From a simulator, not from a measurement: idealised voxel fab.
The following process module bears the name voxel wiring stack.
The width of the displayed cross-section, cut, is 230 nm; its cells are square, with a size of 5 nm.
Cross-section layout: square cells on a grid; listed as bands, top to bottom; a band spans one or more cell rows.
Band entry format. Leading values: height of top, height of bottom, nm. Remainder: materials in left-to-right order, each with its width in nm. Special words: "all across" on a single material, which then fills the band edge to edge; "empty", empty space.
Height datum 0, below which the as-received substrate wafer is one material. Lowest band open at the bottom, running downward: "from 0 down".
It should be noted that a width expressed as "30 to 40" varies in equal increments from row to row of cells within the band, taking the value of the first number at the top row and that of the second number at the bottom row.
The designation "all unchanged", where it is given for a processing step, indicates that no cell of the cross-section was altered in the course of that step.
Look at "Enclosed cavities" for the closed voids: empty spaces with no open path to the top, sized 8 cells or up. Each is width x height at distance, distance from the left edge, all nm.
Heads up: the bit after the settings on a step's line is the simulator's remark on that step.
Regarding "overlay nm": on a step with a mask, it is the distance the mask lay to the right of its planned place; a negative value places it to the left.
The planned process steps are enumerated hereunder
| 1 | RECEIVE (material Si) |
| 2 | CONFORMAL_DEP (material SiO2; thk nm 15) |
| 3 | CONFORMAL_DEP (material SiN; thk nm 5) |
| 4 | DIRECTIONAL_DEP (material lowk; thk nm 15) |
| 5 | PATTERN (tone open; mask id METAL_1; material resist; width nm 20; pitch nm 50; thk nm 20; overlay nm 0) |
| 6 | DIRECTIONAL_ETCH (etch materials lowk; depth nm 15) |
| 7 | DIRECTIONAL_ETCH (etch materials SiN; depth nm 5) |
| 8 | STRIP (etch materials resist) |
| 9 | CONFORMAL_DEP (material TiN; thk nm 5) |
| 10 | FILL_DEP (material W; thk nm 10) |
| 11 | CMP (height nm 35) |
| 12 | EPI (material Ru; thk nm 5) |
| 13 | FILL_DEP (material SiCN; thk nm 5) |
| 14 | DIRECTIONAL_DEP (material lowk; thk nm 30) |
| 15 | PATTERN (tone open; mask id METAL_2_HOLES; material resist; width nm 15; pitch nm 50; thk nm 20; overlay nm 0) |
| 16 | DIRECTIONAL_ETCH (etch materials lowk; depth nm 30) |
| 17 | STRIP (etch materials resist) |
| 18 | DIRECTIONAL_DEP (material aC; thk nm 15) |
| 19 | PATTERN (tone open; mask id METAL_2; material resist; width nm 20; pitch nm 50; thk nm 30; overlay nm 0) |
| 20 | DIRECTIONAL_ETCH (etch materials aC; depth nm 15) |
| 21 | STRIP (etch materials resist) |
| 22 | DIRECTIONAL_ETCH (etch materials lowk; depth nm 20) |
| 23 | DIRECTIONAL_ETCH (etch materials SiCN; depth nm 5) |
| 24 | STRIP (etch materials aC) |
| 25 | CONFORMAL_DEP (material TiN; thk nm 5) |
| 26 | FILL_DEP (material Cu; thk nm 5) |
| 27 | CMP (height nm 75) |
| 28 | CONFORMAL_DEP (material SiCN; thk nm 5) |
| 29 | DIRECTIONAL_DEP (material lowk; thk nm 25) |
| 30 | MASKED_ETCH (tone open; mask id METAL_3_HOLES; width nm 15; pitch nm 50; etch materials lowk; depth nm 25; overlay nm 0) |
| 31 | DIRECTIONAL_DEP (material aC; thk nm 10) |
| 32 | PATTERN (tone open; mask id METAL_3; material resist; width nm 20; pitch nm 50; thk nm 30; overlay nm 0) |
| 33 | DIRECTIONAL_ETCH (etch materials aC; depth nm 10) |
| 34 | STRIP (etch materials resist) |
| 35 | DIRECTIONAL_ETCH (etch materials lowk; depth nm 15) |
| 36 | DIRECTIONAL_ETCH (etch materials SiCN; depth nm 5) |
| 37 | STRIP (etch materials aC) |
| 38 | CONFORMAL_DEP (material TiN; thk nm 5) |
| 39 | FILL_DEP (material Ru; thk nm 5) |
| 40 | CMP (height nm 105) |
| 41 | CONFORMAL_DEP (material SiN; thk nm 5) |
Shown in cross-section is the wafer as received, that is, as it stands after step 1
    from 0 down: Si all across
    Enclosed cavities: none
One mistake in running the module, otherwise start and plan as above: cross-section at the end
    from 110 to 105: SiN all across
    from 105 to 100: SiCN 30, TiN 20, SiCN 30, TiN 20, SiCN 30, TiN 20, SiCN 30, TiN 20, SiCN 30
    from 100 to 75: lowk all across
    from 75 to 60: lowk 30, TiN 5, Cu 10, TiN 5, lowk 30, TiN 5, Cu 10, TiN 5, lowk 30, TiN 5, Cu 10, TiN 5, lowk 30, TiN 5, Cu 10, TiN 5, lowk 30
    from 60 to 55: lowk 30, TiN 5, Cu 5, TiN 10, lowk 30, TiN 5, Cu 5, TiN 10, lowk 30, TiN 5, Cu 5, TiN 10, lowk 30, TiN 5, Cu 5, TiN 10, lowk 30
    from 55 to 45: lowk 30, TiN 5, Cu 5, TiN 5, lowk 35, TiN 5, Cu 5, TiN 5, lowk 35, TiN 5, Cu 5, TiN 5, lowk 35, TiN 5, Cu 5, TiN 5, lowk 35
    from 45 to 40: SiCN 30, TiN 15, SiCN 35, TiN 15, SiCN 35, TiN 15, SiCN 35, TiN 15, SiCN 35
    from 40 to 35: SiCN 25, Ru 30, SiCN 20, Ru 30, SiCN 20, Ru 30, SiCN 20, Ru 30, SiCN 25
    from 35 to 20: lowk 30, TiN 5, W 10, TiN 5, lowk 30, TiN 5, W 10, TiN 5, lowk 30, TiN 5, W 10, TiN 5, lowk 30, TiN 5, W 10, TiN 5, lowk 30
    from 20 to 15: SiN 30, TiN 20, SiN 30, TiN 20, SiN 30, TiN 20, SiN 30, TiN 20, SiN 30
    from 15 to 0: SiO2 all across
    from 0 down: Si all across
    Enclosed cavities: none
Where did the run depart from the plan? the intended sequence of steps 28 and 29 was reversed during processing, with each occupying the position of the other
